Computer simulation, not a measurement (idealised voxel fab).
Process module under the name voxel gate over fins
For reference, the cross-section in this document is cut, with width 275 nm and square cells of 5 nm.
Cross-section spec: square-cell grid; bands listed top down; each band is one or more rows. Basically the band line says how high the top is and how high the bottom is, in nm, and then what's in it from left to right, every material with its width in nm. Empty space shows up as "empty", and if a single material carries "everywhere" it runs the full band edge to edge. Height 0 is the level under which the wafer as received is all one material. The lowest band goes on downwards, as in "0 -> down". A width given as "30..40" starts at the first number in the band's top row and ends at the second number in its bottom row, shifting by an equal amount at every step from row to row. Take "no change" at face value: in the step it is given for, the cross-section changed in none of its cells. If an empty space has no open way to the top and is at least 8 cells in size, "Enclosed void entries" lists it, written width x height at distance, where distance is measured from the left edge and every value is in nm. Formally, on a step line, whatever follows the settings is a remark that the simulator itself makes on the step. "overlay nm", when on a step's line for a step with a mask, measures how far to the right of its planned place the mask lay; a negative measure means to the left.

-- The process steps that were planned are listed below
| 1 | RECEIVE: material Si |
| 2 | CONFORMAL_DEP: material SiN, thk nm 10 |
| 3 | DIRECTIONAL_DEP: material aC, thk nm 15 |
| 4 | PATTERN: tone cover, mask id FINS, material resist, width nm 15, pitch nm 60, thk nm 30, overlay nm 0 |
| 5 | DIRECTIONAL_ETCH: etch materials aC, depth nm 15 |
| 6 | STRIP: etch materials resist |
| 7 | DIRECTIONAL_ETCH: etch materials SiN, depth nm 10 |
| 8 | DIRECTIONAL_ETCH: etch materials Si, depth nm 30 |
| 9 | STRIP: etch materials aC |
| 10 | FILL_DEP: material SiO2, thk nm 10 |
| 11 | CMP: height nm 10 |
| 12 | DIRECTIONAL_DEP: material aC, thk nm 15 |
| 13 | PATTERN: tone open, mask id RAIL, material resist, width nm 15, thk nm 35, overlay nm 0 |
| 14 | DIRECTIONAL_ETCH: etch materials aC, depth nm 15 |
| 15 | STRIP: etch materials resist |
| 16 | DIRECTIONAL_ETCH: etch materials SiO2, depth nm 35 |
| 17 | STRIP: etch materials aC |
| 18 | CONFORMAL_DEP: material TiN, thk nm 5 |
| 19 | FILL_DEP: material W, thk nm 10 |
| 20 | CMP: height nm 10 |
| 21 | SELECTIVE_ETCH: etch materials W Ru TiN, depth nm 25 |
| 22 | FILL_DEP: material SiO2, thk nm 5 |
| 23 | CMP: height nm 10 |
| 24 | SELECTIVE_ETCH: etch materials SiO2, depth nm 20 |
| 25 | STRIP: etch materials SiN |
| 26 | CONFORMAL_DEP: material HfO2, thk nm 5 |
| 27 | CONFORMAL_DEP: material TiN, thk nm 5 |
| 28 | CONFORMAL_DEP: material TiAl, thk nm 5 |
| 29 | CONFORMAL_DEP: material TiN, thk nm 5 |
| 30 | FILL_DEP: material W, thk nm 15 |
| 31 | CMP: height nm 30 |
| 32 | CONFORMAL_DEP: material SiN, thk nm 10 |

-- As received (post step 1): cross-section
  0 -> down  Si everywhere
  Enclosed void entries: none

-- Cross-section, first of two wafers, end of module, run as planned
  40 -> 30  SiN everywhere
  30 -> 20  W everywhere
  20 -> 15  W (80), TiN (55), W (5), TiN (55), W (80)
  15 -> 10  W (80), TiN (5), TiAl (45), TiN (5), W (5), TiN (5), TiAl (45), TiN (5), W (80)
  10 -> 5  TiN (85), TiAl (5), TiN (35), TiAl (5), TiN (15), TiAl (5), TiN (35), TiAl (5), TiN (85)
  5 -> 0  TiAl (90), TiN (5), HfO2 (25), TiN (5), TiAl (25), TiN (5), HfO2 (25), TiN (5), TiAl (90)
  0 -> -5  TiN (95), HfO2 (5), Si (15), HfO2 (5), TiN (35), HfO2 (5), Si (15), HfO2 (5), TiN (95)
  -5 -> -10  HfO2 (100), Si (15), HfO2 (45), Si (15), HfO2 (100)
  -10 -> -15  SiO2 (100), Si (15), SiO2 (45), Si (15), SiO2 (100)
  -15 -> -20  SiO2 (100), Si (15), SiO2 (15), TiN (5), W (5), TiN (5), SiO2 (15), Si (15), SiO2 (100)
  -20 -> -25  SiO2 (100), Si (15), SiO2 (15), TiN (15), SiO2 (15), Si (15), SiO2 (100)
  -25 -> -30  SiO2 (100), Si (15), SiO2 (45), Si (15), SiO2 (100)
  -30 -> down  Si everywhere
  Enclosed void entries: none

-- Cross-section, wafer two of two, end of module: same start and plan as wafer one, one error in execution
  40 -> 30  SiN everywhere
  30 -> 25  W (70), TiN (135), W (70)
  25 -> 20  W (70), TiN (5), TiAl (125), TiN (5), W (70)
  20 -> 15  TiN (75), TiAl (5), TiN (55), TiAl (5), TiN (55), TiAl (5), TiN (75)
  15 -> 10  TiAl (80), TiN (55), TiAl (5), TiN (55), TiAl (80)
  10 -> 5  TiN everywhere
  5 -> 0  TiN (95), HfO2 (25), TiN (35), HfO2 (25), TiN (95)
  0 -> -5  TiN (95), HfO2 (5), Si (15), HfO2 (5), TiN (35), HfO2 (5), Si (15), HfO2 (5), TiN (95)
  -5 -> -10  HfO2 (100), Si (15), HfO2 (45), Si (15), HfO2 (100)
  -10 -> -15  SiO2 (100), Si (15), SiO2 (45), Si (15), SiO2 (100)
  -15 -> -20  SiO2 (100), Si (15), SiO2 (15), TiN (5), W (5), TiN (5), SiO2 (15), Si (15), SiO2 (100)
  -20 -> -25  SiO2 (100), Si (15), SiO2 (15), TiN (15), SiO2 (15), Si (15), SiO2 (100)
  -25 -> -30  SiO2 (100), Si (15), SiO2 (45), Si (15), SiO2 (100)
  -30 -> down  Si everywhere
  Enclosed void entries: none
Plan not followed: step 27 was not run as planned; what actually ran was CONFORMAL_DEP: material TiN, thk nm 15
Final tally in cells, some materials are higher or lower on the second wafer than on the first: TiAl: 2 fewer, TiN: 122 more, W: 120 fewer
